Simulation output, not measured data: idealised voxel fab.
Process module name: voxel double patterning
cross-section cut | 230 nm wide | cells 5 nm
A cross-section is a grid of square cells, given in bands from the top down. A band is one or more rows of cells.
Heads up on the band format: heights come first, top then bottom, in nm. After that it's the materials left to right, each with its width in nm. A single material flagged "full width" fills the whole band edge to edge, and "air" means there's empty space there.
Below 0: as-received wafer, all one material; heights counted from there. Lowest band: no bottom, goes on down, written "0 -> down".
Note: "30 to 40" means the width goes from the first number (top row of the band) to the second number (bottom row) in equal steps per row of cells.
"all unchanged" (step): cross-section cells unchanged, all of them.
Basically, "Entrapped voids" tells you about the enclosed voids: empty spaces with no open way to the top, 8 cells or bigger, each written width x height at distance, where distance is from the left edge, all in nm.
Step line, after settings: the simulator's comment on this step.
The "overlay nm" setting may appear on a step's line; for a step that uses a mask, it gives how far to the right of its planned position the mask lay, and a negative value indicates the left.

## Process steps - plan
- 1: RECEIVE, material Si
- 2: CONFORMAL_DEP, material SiO2, thk nm 5
- 3: DIRECTIONAL_DEP, material TiN, thk nm 10
- 4: DIRECTIONAL_DEP, material SiN, thk nm 5
- 5: MASKED_ETCH, tone open, mask id FIRST, width nm 15, pitch nm 50, etch materials SiN, depth nm 5, overlay nm 0
- 6: MASKED_ETCH, tone open, mask id SECOND, width nm 15, etch materials SiN, depth nm 5, overlay nm 0
- 7: DIRECTIONAL_ETCH, etch materials TiN, depth nm 10
- 8: STRIP, etch materials SiN

## Wafer cross-section on receipt, i.e. after step 1
	0 -> down = Si full width
	Entrapped voids: none

## What the wafer looks like in cross-section after this module, when it starts as shown above and follows the plan above but one mistake is made in running it
	20 -> 15 = SiO2 full width
	15 -> 5 = TiN full width
	5 -> 0 = SiO2 full width
	0 -> down = Si full width
	Entrapped voids: none
The plan and the run diverged here: step 4 ran as: DIRECTIONAL_DEP, material SiO2, thk nm 5
